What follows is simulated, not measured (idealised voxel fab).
Process module under the name voxel fin reveal
Section shown: cut. Width: 210 nm. Cell size: 5 nm, square.
Cross-section spec: square-cell grid; bands listed top down; each band is one or more rows. The entry gives the band's vertical extent as a top height and a bottom height in nm, then its horizontal make-up as materials from left to right, each with a width in nm. "blank" stands for empty space; a single material marked "full width" fills the band edge to edge. Zero point of the height axis is 0; under it, received wafer = one material. Lowest band: continues down indefinitely, "0..down". With a width like "30..40", each row of cells in the band differs from the next by the same amount, the top row carrying the first number and the bottom row the second. "no alterations made", as given for a step, is the statement that not any cell of the cross-section underwent a change during that step. The entry titled "Closed void register" provides the empty spaces that have no open way to the top, restricted to those of 8 cells or more. Each is presented as width x height at distance, the distance being measured from the left edge, with all three in nm. That trailing text on a step's line, after the settings, is the simulator's own remark on the step. overlay nm: right-of-plan distance of the mask on a masked step; negative values mean left-of-plan.

## Listed below are the process steps as planned
1) RECEIVE: material Si
2) CONFORMAL_DEP: material SiN, thk nm 5
3) PATTERN: tone cover, mask id FINS, material resist, width nm 15, pitch nm 45, thk nm 15, overlay nm 0
4) DIRECTIONAL_ETCH: etch materials SiN, depth nm 5
5) DIRECTIONAL_ETCH: etch materials Si, depth nm 35
6) STRIP: etch materials resist
7) FILL_DEP: material SiO2, thk nm 15
8) CMP: height nm 5
9) SELECTIVE_ETCH: etch materials SiO2, depth nm 30
10) STRIP: etch materials SiN
11) CONFORMAL_DEP: material HfO2, thk nm 5

## Cross-section, incoming material, after step 1
> 0..down  Si full width
> Closed void register: none

## Here's the wafer cut in cross-section after the module, started and planned just like above, except one thing was done wrong in the run
> 0..-25  50 blank | 15 Si | 30 blank | 15 Si | 30 blank | 15 Si | 55 blank
> -25..-35  50 SiO2 | 15 Si | 30 SiO2 | 15 Si | 30 SiO2 | 15 Si | 55 SiO2
> -35..down  Si full width
> Closed void register: none
What went wrong in running the wafer? heads up, step 11 of the plan was skipped and never actually ran
